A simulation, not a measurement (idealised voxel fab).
voxel released beams: a process module
145 nm wide, 5 nm square cells: that's cross-section cut.
Notation: cross-section as square-cell grid; stated in bands, top first, going down; one or more cell rows per band.
Look at the band entry: it leads with the top's height and the bottom's height in nm. Then it lists the materials left to right, with a width in nm for each. The word "all across" on a single material says that material fills the band edge to edge. The word "air" is empty space.
Beneath 0, the wafer as received is one material, and that level is where height counting begins. The lowest band goes on downward without a bottom; it is written like "0..down".
The expression "30 to 40" gives the width at the extremes of the band, the first number at its top row of cells and the second at its bottom row, with the width changing by equal amounts from each row to the next in between.
Key: "everything unchanged" - step with no changed cell in the cross-section.
Enclosed voids (no open way to top), threshold 8 cells or more, entry "Internal closed voids", notation width x height at distance, distance from left edge, nm.
Where a step's line continues beyond its settings, the continuation is a remark by the simulator itself on that step.
The setting "overlay nm" may be written on the line of a step. When the step uses a mask, the value reports how far to the right of the planned place the mask lay, and a negative value reports that it lay to the left.
# Intended process steps
1,RECEIVE | material Si
2,CONFORMAL_DEP | material Al2O3 | thk nm 10
3,DIRECTIONAL_DEP | material SiO2 | thk nm 10
4,MASKED_ETCH | tone open | mask id ANCHOR | width nm 40 | etch materials SiO2 | depth nm 10 | overlay nm -15
5,CONFORMAL_DEP | material SiN | thk nm 15
6,MASKED_ETCH | tone cover | mask id BEAM | width nm 85 | etch materials SiN | depth nm 15 | overlay nm 0
7,STRIP | etch materials SiO2
Quick note for whoever runs this: the wafers start identical, but the overlay nm at step 4 isn't the same across them. The plan just shows what the first wafer had.
# Sectional view: first of several wafers, as received, after step 1
- 0..down = Si all across
- Internal closed voids: none
# Where each wafer stands at the end of the module, a row apiece: cells of each material gained (+) or lost (-) since it was received, then closed voids
overlay nm -15 | +58 Al2O3 | +63 SiN | Internal closed voids: none
overlay nm -10 | +58 Al2O3 | +63 SiN | Internal closed voids: none
overlay nm -5 | +58 Al2O3 | +63 SiN | Internal closed voids: none
overlay nm 0 | +58 Al2O3 | +63 SiN | Internal closed voids: none
overlay nm 5 | +58 Al2O3 | +63 SiN | Internal closed voids: none
overlay nm 10 | +58 Al2O3 | +63 SiN | Internal closed voids: none
overlay nm 15 | +58 Al2O3 | +63 SiN | Internal closed voids: none
